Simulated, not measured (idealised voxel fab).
process module | voxel self aligned contacts
cross-section cut | 245 nm wide | cells 5 nm
A cross-section is a grid of square cells, given in bands from the top down. A band is one or more rows of cells.
Each band's line starts with the height of the band's top and of its bottom, in nm. Then come its materials from left to right, each with its width in nm. One material with "throughout" fills the band from edge to edge. "air" is empty space.
Height 0 is the level under which the wafer as received is all one material. The lowest band goes on downwards, as in "0 down".
A width such as "30 to 40" changes by the same amount from each row of cells to the next, from the band's top row to its bottom row.
"no change" after a step means that no cell of the cross-section changed.
closed voids: empty space of 8 cells or more with no open way to the top, each as width x height at its distance from the left edge, in nm
after a step's settings: what the simulator itself notes on the step
overlay nm, on a step with a mask: how far to the right of its planned place the mask lay; to the left if negative
plan
1 op RECEIVE | material Si
2 op CONFORMAL_DEP | material SiO2 | thk nm 5
3 op DIRECTIONAL_DEP | material polySi | thk nm 30
4 op DIRECTIONAL_DEP | material SiN | thk nm 20
5 op PATTERN | tone cover | mask id GATE | material resist | width nm 30 | pitch nm 70 | thk nm 20 | overlay nm 0
6 op DIRECTIONAL_ETCH | etch materials SiN | depth nm 10
7 op DIRECTIONAL_ETCH | etch materials polySi | depth nm 30
8 op STRIP | etch materials resist
9 op CONFORMAL_DEP | material SiN | thk nm 10
10 op DIRECTIONAL_ETCH | etch materials SiN | depth nm 10
11 op FILL_DEP | material SiO2 | thk nm 10
12 op CMP | height nm 60
13 op PATTERN | tone open | mask id CONTACT | material resist | width nm 50 | pitch nm 70 | thk nm 20 | overlay nm 0
14 op DIRECTIONAL_ETCH | etch materials SiO2 | depth nm 60
15 op STRIP | etch materials resist
16 op CONFORMAL_DEP | material TiN | thk nm 5
17 op FILL_DEP | material Ru | thk nm 5
18 op CMP | height nm 60
19 op CONFORMAL_DEP | material SiCN | thk nm 5
varied across the wafers: depth nm of step 6. The plan shows the first wafer's value. All wafers start alike
first wafer as received, after step 1
  0 down: Si throughout
  closed voids: none
first wafer at the end, after step 19
  65 to 60: SiCN throughout
  60 to 55: SiO2 60 | TiN 20 | Ru 10 | TiN 20 | SiO2 20 | TiN 20 | Ru 10 | TiN 20 | SiO2 65
  55 to 50: SiO2 25 | SiN 50 | TiN 5 | Ru 10 | TiN 5 | SiN 50 | TiN 5 | Ru 10 | TiN 5 | SiN 50 | SiO2 30
  50 to 45: SiO2 25 | SiN 50 | TiN 20 | SiN 50 | TiN 20 | SiN 50 | SiO2 30
  45 to 35: SiN throughout
  35 to 5: polySi throughout
  5 to 0: SiO2 throughout
  0 down: Si throughout
  closed voids: none
last wafer at the end
  65 to 60: SiCN throughout
  60 to 55: SiO2 60 | TiN 20 | Ru 10 | TiN 20 | SiO2 20 | TiN 20 | Ru 10 | TiN 20 | SiO2 65
  55 to 35: SiO2 25 | SiN 50 | TiN 5 | Ru 10 | TiN 5 | SiN 50 | TiN 5 | Ru 10 | TiN 5 | SiN 50 | SiO2 30
  35 to 5: SiO2 25 | SiN 10 | polySi 30 | SiN 10 | TiN 5 | Ru 10 | TiN 5 | SiN 10 | polySi 30 | SiN 10 | TiN 5 | Ru 10 | TiN 5 | SiN 10 | polySi 30 | SiN 10 | SiO2 30
  5 to 0: SiO2 75 | TiN 20 | SiO2 50 | TiN 20 | SiO2 80
  0 down: Si throughout
  closed voids: none
each wafer at the end: cells of each material gained (+) or lost (-) since it was received, then its closed voids
depth nm 10 | +8 Ru | +49 SiCN | +158 SiN | +100 SiO2 | +28 TiN | +294 polySi | closed voids: none
depth nm 15 | +12 Ru | +49 SiCN | +139 SiN | +111 SiO2 | +32 TiN | +294 polySi | closed voids: none
depth nm 20 | +44 Ru | +49 SiCN | +192 SiN | +180 SiO2 | +64 TiN | +108 polySi | closed voids: none
depth nm 25 | +44 Ru | +49 SiCN | +192 SiN | +180 SiO2 | +64 TiN | +108 polySi | closed voids: none
depth nm 30 | +44 Ru | +49 SiCN | +192 SiN | +180 SiO2 | +64 TiN | +108 polySi | closed voids: none
depth nm 35 | +44 Ru | +49 SiCN | +192 SiN | +180 SiO2 | +64 TiN | +108 polySi | closed voids: none
